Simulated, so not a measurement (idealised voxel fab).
process module | voxel capacitor over wiring
cross-section cut | 240 nm wide | cells 5 nm
A cross-section is a grid of square cells, given in bands from the top down. A band is one or more rows of cells.
Each band's line starts with the height of the band's top and of its bottom, in nm. Then come its materials from left to right, each with its width in nm. One material with "throughout" fills the band from edge to edge. "air" is empty space.
Height 0 is the level under which the wafer as received is all one material. The lowest band goes on downwards, as in "0 down".
A width such as "30 to 40" changes by the same amount from each row of cells to the next, from the band's top row to its bottom row.
"no change" after a step means that no cell of the cross-section changed.
closed voids: empty space of 8 cells or more with no open way to the top, each as width x height at its distance from the left edge, in nm
after a step's settings: what the simulator itself notes on the step
overlay nm, on a step with a mask: how far to the right of its planned place the mask lay; to the left if negative
plan
1 op RECEIVE | material Si
2 op CONFORMAL_DEP | material SiO2 | thk nm 15
3 op CONFORMAL_DEP | material SiN | thk nm 5
4 op DIRECTIONAL_DEP | material SiO2 | thk nm 15
5 op MASKED_ETCH | tone open | mask id METAL_1 | width nm 20 | pitch nm 70 | etch materials SiO2 | depth nm 15 | overlay nm 0
6 op MASKED_ETCH | tone open | mask id METAL_1 | width nm 20 | pitch nm 70 | etch materials SiN | depth nm 5 | overlay nm 0
7 op CONFORMAL_DEP | material TiN | thk nm 5
8 op FILL_DEP | material W | thk nm 5
9 op CMP | height nm 35
10 op CONFORMAL_DEP | material SiCN | thk nm 5
11 op DIRECTIONAL_DEP | material SiO2 | thk nm 10
12 op PATTERN | tone open | mask id PLUG_1 | material resist | width nm 15 | thk nm 20 | overlay nm 0
13 op DIRECTIONAL_ETCH | etch materials SiO2 | depth nm 10
14 op DIRECTIONAL_ETCH | etch materials SiCN | depth nm 5
15 op STRIP | etch materials resist
16 op CONFORMAL_DEP | material TiN | thk nm 5
17 op FILL_DEP | material Cu | thk nm 5
18 op CMP | height nm 50
19 op DIRECTIONAL_DEP | material TiN | thk nm 5
20 op DIRECTIONAL_DEP | material Al2O3 | thk nm 5
21 op DIRECTIONAL_DEP | material TiN | thk nm 5
22 op MASKED_ETCH | tone cover | mask id UPPER_PLATE | width nm 55 | etch materials TiN | depth nm 5 | overlay nm 0
23 op MASKED_ETCH | tone cover | mask id UPPER_PLATE | width nm 55 | etch materials Al2O3 | depth nm 5 | overlay nm 0
24 op DIRECTIONAL_DEP | material aC | thk nm 15
25 op PATTERN | tone cover | mask id LOWER_PLATE | material resist | width nm 65 | thk nm 35 | overlay nm 0
26 op DIRECTIONAL_ETCH | etch materials aC | depth nm 15
27 op STRIP | etch materials resist
28 op DIRECTIONAL_ETCH | etch materials TiN | depth nm 5
29 op STRIP | etch materials aC
30 op FILL_DEP | material SiO2 | thk nm 20
31 op CMP | height nm 80
32 op MASKED_ETCH | tone open | mask id PLUG_2 | width nm 15 | etch materials SiO2 | depth nm 15 | overlay nm 0
33 op CONFORMAL_DEP | material TiN | thk nm 5
34 op FILL_DEP | material Cu | thk nm 5
35 op CMP | height nm 80
36 op CONFORMAL_DEP | material SiN | thk nm 5
as received, after step 1
  0 down: Si throughout
  closed voids: none
first wafer at the end, as planned
  85 to 80: SiN throughout
  80 to 70: SiO2 90 | TiN 5 | Cu 5 | TiN 5 | SiO2 135
  70 to 60: SiO2 90 to 80 | TiN 15 to 55 | SiO2 135 to 105
  60 to 55: SiO2 80 | Al2O3 55 | SiO2 105
  55 to 50: SiO2 75 | TiN 65 | SiO2 100
  50 to 40: SiO2 80 | TiN 5 | Cu 5 | TiN 5 | SiO2 145
  40 to 35: SiCN 80 | TiN 15 | SiCN 145
  35 to 20: SiO2 75 | TiN 5 | W 10 | TiN 5 | SiO2 50 | TiN 5 | W 10 | TiN 5 | SiO2 75
  20 to 15: SiN 75 | TiN 20 | SiN 50 | TiN 20 | SiN 75
  15 to 0: SiO2 throughout
  0 down: Si throughout
  closed voids: none
second wafer at the end: like start, like plan, one mistake
  85 to 80: SiN throughout
  80 to 70: SiO2 90 to 80 | TiN 15 to 55 | SiO2 135 to 105
  70 to 65: SiO2 75 | TiN 65 | SiO2 100
  65 to 60: TiN throughout
  60 to 55: Al2O3 throughout
  55 to 50: TiN throughout
  50 to 40: SiO2 80 | TiN 5 | Cu 5 | TiN 5 | SiO2 145
  40 to 35: SiCN 80 | TiN 15 | SiCN 145
  35 to 20: SiO2 75 | TiN 5 | W 10 | TiN 5 | SiO2 50 | TiN 5 | W 10 | TiN 5 | SiO2 75
  20 to 15: SiN 75 | TiN 20 | SiN 50 | TiN 20 | SiN 75
  15 to 0: SiO2 throughout
  0 down: Si throughout
  closed voids: none
what went wrong: step 21 ran as: op DIRECTIONAL_DEP | material TiN | thk nm 15
at the end the second wafer has, in cells: 37 more of Al2O3 | 2 fewer of Cu | 127 fewer of SiO2 | 92 more of TiN
